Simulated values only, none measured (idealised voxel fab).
The name of this process module is voxel self aligned contacts.
This is section cut - it's 210 nm across, gridded in 5 nm square cells.
In what follows, cross-sections appear as grids of square cells, described through bands that run from the top down, where every band is one or more rows of cells. In this notation a band is specified by the heights of its top and bottom, in that order and in nm, after which its materials appear from left to right, each paired with its width in nm. The word "edge to edge" attached to a single material means that material fills the band from edge to edge; the word "air" stands for empty space. Height is counted from the level 0, under which the received wafer is composed throughout of one material. The lowest of the bands is not closed at the bottom but continues downward, in the notation "0..down". So if you see something like "30->40" for the width, read it as the top row of the band sitting at the first number and the bottom row at the second, with every row in between moving by the same amount as the last. "no alterations made" (step): cross-section cells unchanged, all of them. In the "Encapsulated voids" entry, you get each enclosed empty space of 8 cells or more, one with no open way to the top, written width x height at distance, distance from the left edge, in nm. Step line, after settings: the simulator's comment on this step. overlay nm: on a step with a mask, how far right of its planned place the mask lay; negative means left.

Intended process steps
1. RECEIVE, material Si
2. OXIDIZE, depth nm 5
3. DIRECTIONAL_DEP, material polySi, thk nm 30
4. DIRECTIONAL_DEP, material SiN, thk nm 20
5. PATTERN, tone cover, mask id GATE, material resist, width nm 30, pitch nm 65, thk nm 20, overlay nm 0
6. DIRECTIONAL_ETCH, etch materials SiN, depth nm 20
7. DIRECTIONAL_ETCH, etch materials polySi, depth nm 30
8. STRIP, etch materials resist
9. CONFORMAL_DEP, material SiN, thk nm 10
10. DIRECTIONAL_ETCH, etch materials SiN, depth nm 10
11. FILL_DEP, material SiO2, thk nm 15
12. CMP, height nm 55
13. PATTERN, tone open, mask id CONTACT, material resist, width nm 45, pitch nm 65, thk nm 15, overlay nm 0
14. DIRECTIONAL_ETCH, etch materials SiO2, depth nm 60
15. STRIP, etch materials resist
16. CONFORMAL_DEP, material TiN, thk nm 5
17. FILL_DEP, material W, thk nm 5
18. CMP, height nm 55
19. CONFORMAL_DEP, material SiCN, thk nm 5

As-received state of the wafer in cross-section, equivalent to post-step 1
> 0..down  Si edge to edge
> Encapsulated voids: none

First of two wafers: cross-section at end of module, run per plan
> 60..55  SiCN edge to edge
> 55..50  50 of SiO2 | 20 of TiN | 5 of W | 20 of TiN | 20 of SiO2 | 20 of TiN | 5 of W | 20 of TiN | 50 of SiO2
> 50..30  15 of SiO2 | 50 of SiN | 5 of TiN | 5 of W | 5 of TiN | 50 of SiN | 5 of TiN | 5 of W | 5 of TiN | 50 of SiN | 15 of SiO2
> 30..0  15 of SiO2 | 10 of SiN | 30 of polySi | 10 of SiN | 5 of TiN | 5 of W | 5 of TiN | 10 of SiN | 30 of polySi | 10 of SiN | 5 of TiN | 5 of W | 5 of TiN | 10 of SiN | 30 of polySi | 10 of SiN | 15 of SiO2
> 0..-5  65 of SiO2 | 15 of TiN | 50 of SiO2 | 15 of TiN | 65 of SiO2
> -5..down  Si edge to edge
> Encapsulated voids: none

Here is the second of the two wafers cut open at the end of the module - same start, same plan as the first one, but we made one mistake running it
> 60..55  SiCN edge to edge
> 55..35  15 of SiO2 | 10 of SiN | 30 of polySi | 10 of SiN | 5 of TiN | 5 of W | 5 of TiN | 10 of SiN | 30 of polySi | 10 of SiN | 5 of TiN | 5 of W | 5 of TiN | 10 of SiN | 30 of polySi | 10 of SiN | 15 of SiO2
> 35..30  15 of SiO2 | 10 of SiN | 30 of polySi | 10 of SiN | 15 of TiN | 10 of SiN | 30 of polySi | 10 of SiN | 15 of TiN | 10 of SiN | 30 of polySi | 10 of SiN | 15 of SiO2
> 30..0  polySi edge to edge
> 0..-5  SiO2 edge to edge
> -5..down  Si edge to edge
> Encapsulated voids: none
Run error: it should be noted that step 3 of the plan was executed twice
The final cell counts differ between the wafers, with the second having more or fewer of some materials than the first: -132 SiN, -48 SiO2, -40 TiN, -14 W, +234 polySi
